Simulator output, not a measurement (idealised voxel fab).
process module | voxel trench capacitor
Square cells of 5 nm make up the cross-section cut, whose width is 250 nm.
Format of a cross-section: grid, square cells. Given as bands. Order: top down. Band: one or more rows of cells. Read a band's entry like this: the first values are the height of its top and the height of its bottom in nm, and what follows is the sequence of materials from left to right, each with its width in nm. Note that "air" is empty space, and that a single material marked "everywhere" reaches across the band from edge to edge. For the purposes of this specification, 0 denotes the height below which the wafer in its as-received condition is composed wholly of one material, and the lowermost band, lacking a lower limit, extends downward without end, as expressed in "0 -> down". Width spec "30->40" -> top row of cells at first value, bottom row at second value, equal per-row change in between. Basically "all unchanged" means that step didn't change any cell in the cross-section. In "Enclosed internal voids" the enclosed voids are listed, meaning empty spaces of 8 cells or larger without any opening to the top. The form is width x height at distance, distance from the left edge, units nm. Formally, on a step line, whatever follows the settings is a remark that the simulator itself makes on the step. A step's line can hold "overlay nm"; with a mask on that step, the setting says how far right of the planned place the mask lay, while a negative setting says it lay to the left.
Intended process steps
1 RECEIVE with material Si
2 CONFORMAL_DEP with material SiN, thk nm 10
3 PATTERN with tone open, mask id TRENCH, material resist, width nm 30, pitch nm 55, thk nm 15, overlay nm 0
4 DIRECTIONAL_ETCH with etch materials SiN, depth nm 10
5 DIRECTIONAL_ETCH with etch materials Si, depth nm 40
6 STRIP with etch materials resist
7 CONFORMAL_DEP with material Al2O3, thk nm 5
8 CONFORMAL_DEP with material TiN, thk nm 5
9 FILL_DEP with material W, thk nm 5
10 CMP with height nm 10
As received (post step 1): cross-section
    0 -> down | Si everywhere
    Enclosed internal voids: none
The first of the two wafers as seen in cross-section once the module was finished; processing followed the plan
    10 -> 0 | SiN 25 / Al2O3 5 / TiN 5 / W 10 / TiN 5 / Al2O3 5 / SiN 25 / Al2O3 5 / TiN 5 / W 10 / TiN 5 / Al2O3 5 / SiN 25 / Al2O3 5 / TiN 5 / W 10 / TiN 5 / Al2O3 5 / SiN 25 / Al2O3 5 / TiN 5 / W 10 / TiN 5 / Al2O3 5 / SiN 30
    0 -> -30 | Si 25 / Al2O3 5 / TiN 5 / W 10 / TiN 5 / Al2O3 5 / Si 25 / Al2O3 5 / TiN 5 / W 10 / TiN 5 / Al2O3 5 / Si 25 / Al2O3 5 / TiN 5 / W 10 / TiN 5 / Al2O3 5 / Si 25 / Al2O3 5 / TiN 5 / W 10 / TiN 5 / Al2O3 5 / Si 30
    -30 -> -35 | Si 25 / Al2O3 5 / TiN 20 / Al2O3 5 / Si 25 / Al2O3 5 / TiN 20 / Al2O3 5 / Si 25 / Al2O3 5 / TiN 20 / Al2O3 5 / Si 25 / Al2O3 5 / TiN 20 / Al2O3 5 / Si 30
    -35 -> -40 | Si 25 / Al2O3 30 / Si 25 / Al2O3 30 / Si 25 / Al2O3 30 / Si 25 / Al2O3 30 / Si 30
    -40 -> down | Si everywhere
    Enclosed internal voids: none
Cross-section at end of module for the second wafer of two, which matched the first in starting point and plan and differed by one mistake in its processing
    10 -> 0 | SiN 25 / Al2O3 5 / TiN 5 / W 15 / TiN 5 / Al2O3 5 / SiN 20 / Al2O3 5 / TiN 5 / W 15 / TiN 5 / Al2O3 5 / SiN 20 / Al2O3 5 / TiN 5 / W 15 / TiN 5 / Al2O3 5 / SiN 20 / Al2O3 5 / TiN 5 / W 15 / TiN 5 / Al2O3 5 / SiN 25
    0 -> -30 | Si 25 / Al2O3 5 / TiN 5 / W 15 / TiN 5 / Al2O3 5 / Si 20 / Al2O3 5 / TiN 5 / W 15 / TiN 5 / Al2O3 5 / Si 20 / Al2O3 5 / TiN 5 / W 15 / TiN 5 / Al2O3 5 / Si 20 / Al2O3 5 / TiN 5 / W 15 / TiN 5 / Al2O3 5 / Si 25
    -30 -> -35 | Si 25 / Al2O3 5 / TiN 25 / Al2O3 5 / Si 20 / Al2O3 5 / TiN 25 / Al2O3 5 / Si 20 / Al2O3 5 / TiN 25 / Al2O3 5 / Si 20 / Al2O3 5 / TiN 25 / Al2O3 5 / Si 25
    -35 -> -40 | Si 25 / Al2O3 35 / Si 20 / Al2O3 35 / Si 20 / Al2O3 35 / Si 20 / Al2O3 35 / Si 25
    -40 -> down | Si everywhere
    Enclosed internal voids: none
Processing error: step 3 ran differently from the plan; actual operation with settings: PATTERN with tone open, mask id TRENCH, material resist, width nm 35, pitch nm 55, thk nm 15, overlay nm 0
Bottom line after processing is that, in cells, the second wafer is up or down on some materials versus the first: Al2O3 +4 | Si -32 | SiN -8 | TiN +4 | W +32
